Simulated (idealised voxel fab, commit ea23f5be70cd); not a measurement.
Herein follows the process module entitled voxel ribs on slabs.
The cross-section on display is named cut; it measures 230 nm wide, and its cells are 5 nm squares.
Think of the cross-section as a grid of square cells. We describe it in bands, top to bottom, and each band covers one or more rows of those cells.
Basically the band line says how high the top is and how high the bottom is, in nm, and then what's in it from left to right, every material with its width in nm. Empty space shows up as "blank", and if a single material carries "all across" it runs the full band edge to edge.
Beneath 0, the wafer as received is one material, and that level is where height counting begins. The lowest band goes on downward without a bottom; it is written like "from 0 down".
Graded width ("30->40"): value in top row of band = first number; value in bottom row = second number; row-to-row change constant.
Step marked "nothing different"? Then no cell in the cross-section changed in it.
Heads up: "Closed internal cavities" only lists the empty pockets with no open path to the top that are 8 cells or more, and it writes them as width x height at distance, distance from the left edge, in nm.
Step line, after settings: the simulator's comment on this step.
"overlay nm" answers the question of how far to the right of plan the mask lay on a step that has a mask, and when it is negative the answer is to the left.
# Process steps (planned)
1 RECEIVE (material Si)
2 DIRECTIONAL_DEP (material SiO2; thk nm 25)
3 DIRECTIONAL_DEP (material polySi; thk nm 20)
4 PATTERN (tone cover; mask id RIB; material resist; width nm 15; thk nm 15; overlay nm 0)
5 DIRECTIONAL_ETCH (etch materials polySi; depth nm 15)
6 STRIP (etch materials resist)
7 DIRECTIONAL_DEP (material aC; thk nm 15)
8 PATTERN (tone cover; mask id SLAB; material resist; width nm 65; thk nm 35; overlay nm 0)
9 DIRECTIONAL_ETCH (etch materials aC; depth nm 15)
10 STRIP (etch materials resist)
11 DIRECTIONAL_ETCH (etch materials polySi; depth nm 5)
12 STRIP (etch materials aC)
13 FILL_DEP (material SiO2; thk nm 20)
14 CMP (height nm 60)
15 DIRECTIONAL_DEP (material TiN; thk nm 10)
16 DIRECTIONAL_DEP (material aC; thk nm 15)
17 PATTERN (tone cover; mask id HEATER; material resist; width nm 15; thk nm 30; overlay nm 0)
18 DIRECTIONAL_ETCH (etch materials aC; depth nm 15)
19 STRIP (etch materials resist)
20 DIRECTIONAL_ETCH (etch materials TiN; depth nm 10)
21 STRIP (etch materials aC)
22 CONFORMAL_DEP (material SiO2; thk nm 10)
The plan's step 17 width nm is the first wafer's value; the wafers differ in this setting and start identical.
# As received, i.e. after step 1: cross-section through the first of several wafers
> from 0 down = Si all across
> Closed internal cavities: none
# Where each wafer stands at the end of the module, a row apiece: cells of each material gained (+) or lost (-) since it was received, then closed voids
width nm 15; +630 SiO2; +6 TiN; +22 polySi; Closed internal cavities: none
width nm 20; +630 SiO2; +8 TiN; +22 polySi; Closed internal cavities: none
width nm 25; +630 SiO2; +10 TiN; +22 polySi; Closed internal cavities: none
width nm 30; +630 SiO2; +12 TiN; +22 polySi; Closed internal cavities: none
width nm 35; +630 SiO2; +14 TiN; +22 polySi; Closed internal cavities: none
width nm 40; +630 SiO2; +16 TiN; +22 polySi; Closed internal cavities: none
